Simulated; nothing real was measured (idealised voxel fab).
Process module name: voxel released beams
Section cut is 140 nm wide and gridded with 5 nm square cells.
Cross-sections here: square-cell grids, written as top-down lists of bands, a band being one or more rows of cells.
The entry gives the band's vertical extent as a top height and a bottom height in nm, then its horizontal make-up as materials from left to right, each with a width in nm. "air" stands for empty space; a single material marked "everywhere" fills the band edge to edge.
Heads up on the height convention: 0 is the point under which the incoming wafer is all one material, and the lowest band has no bottom, it just keeps going down, like "from 0 down".
Top row gets the first number, bottom row gets the second, and each row in between changes by the same step: that is how a band width like "30 to 40" works.
"nothing altered" for a step: no cell of the cross-section changed in that step.
The entry titled "Unvented cavities" provides the empty spaces that have no open way to the top, restricted to those of 8 cells or more. Each is presented as width x height at distance, the distance being measured from the left edge, with all three in nm.
Read whatever lies past the settings on a step's line as the simulator's own remark about the step.
When a step includes a mask, the "overlay nm" setting on its line states how far to the right of its planned place that mask lay, and negative values state how far to the left.

### Below is the list of planned process steps
- 1: RECEIVE,material Si
- 2: CONFORMAL_DEP,material SiN,thk nm 10
- 3: DIRECTIONAL_DEP,material SiO2,thk nm 10
- 4: MASKED_ETCH,tone open,mask id ANCHOR,width nm 35,etch materials SiO2,depth nm 10,overlay nm 0
- 5: CONFORMAL_DEP,material polySi,thk nm 15
- 6: DIRECTIONAL_DEP,material aC,thk nm 15
- 7: PATTERN,tone cover,mask id BEAM,material resist,width nm 80,thk nm 35,overlay nm 0
- 8: DIRECTIONAL_ETCH,etch materials aC,depth nm 15
- 9: STRIP,etch materials resist
- 10: DIRECTIONAL_ETCH,etch materials polySi,depth nm 15
- 11: STRIP,etch materials aC
- 12: STRIP,etch materials SiO2

### Wafer at receipt (post step 1), cross-section
  from 0 down  Si everywhere
  Unvented cavities: none

### The module was run from the start shown above using the plan shown above, but one mistake was made doing it; the resulting wafer cross-section is below
  from 35 to 25  25 nm air  20 nm polySi  10 nm air  50 nm polySi  35 nm air
  from 25 to 20  25 nm air  80 nm polySi  35 nm air
  from 20 to 10  30 nm air  40 nm polySi  70 nm air
  from 10 to 0  SiN everywhere
  from 0 down  Si everywhere
  Unvented cavities: none
Deviation noted in wafer processing: off-plan run, step 4, actual operation and settings MASKED_ETCH,tone open,mask id ANCHOR,width nm 40,etch materials SiO2,depth nm 10,overlay nm 0
